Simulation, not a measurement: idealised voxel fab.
Process module under the name voxel double patterning
cross-section cut | 210 nm wide | cells 5 nm
Cross-sections here: square-cell grids, written as top-down lists of bands, a band being one or more rows of cells.
For a band, the entry starts with two heights in nm, that of the top and then that of the bottom, and carries on with the band's materials in order from left to right, each alongside its width in nm; the word "throughout" beside a single material means it fills the band edge to edge, and "air" means empty space.
Where do heights start? At 0: under that level the wafer as delivered is made of one material only. And the lowest band has no floor; it just carries on downward, as in "0 -> down".
Graded width ("30 to 40"): value in top row of band = first number; value in bottom row = second number; row-to-row change constant.
Given "no alterations made" for a step, no cell of the cross-section differs between before and after that step.
The entry "Enclosed void catalog" lists the empty spaces that cover at least 8 cells and have no open path to the top. Each is written as width x height at distance, where the distance is measured from the left edge and all three values are in nm.
Text after the settings on a step's line: the simulator's own remark on that step.
A step line may carry the setting "overlay nm", which, for steps involving a mask, states the distance by which the mask lay to the right of its intended position; negative values denote displacement to the left.

[So here's the lineup of process steps we planned]
1. RECEIVE with material Si
2. CONFORMAL_DEP with material SiO2, thk nm 5
3. DIRECTIONAL_DEP with material W, thk nm 10
4. DIRECTIONAL_DEP with material SiN, thk nm 10
5. MASKED_ETCH with tone open, mask id FIRST, width nm 15, pitch nm 50, etch materials SiN, depth nm 10, overlay nm 0
6. MASKED_ETCH with tone open, mask id SECOND, width nm 15, etch materials SiN, depth nm 10, overlay nm 0
7. DIRECTIONAL_ETCH with etch materials W, depth nm 10
8. STRIP with etch materials SiN

[This is the cross-section of the wafer as we received it, i.e. after step 1]
* 0 -> down | Si throughout
* Enclosed void catalog: none

[Starting structure and process plan are as shown above, but one mistake was made in running the module; the wafer cross-section at the end of the module follows]
* 25 -> 15 | 70 of SiN | 15 of air | 10 of SiN | 15 of air | 10 of SiN | 15 of air | 75 of SiN
* 15 -> 5 | 70 of W | 15 of air | 10 of W | 15 of air | 10 of W | 15 of air | 75 of W
* 5 -> 0 | SiO2 throughout
* 0 -> down | Si throughout
* Enclosed void catalog: none
Want to know what went wrong? with respect to the plan, step 8 was omitted and not executed
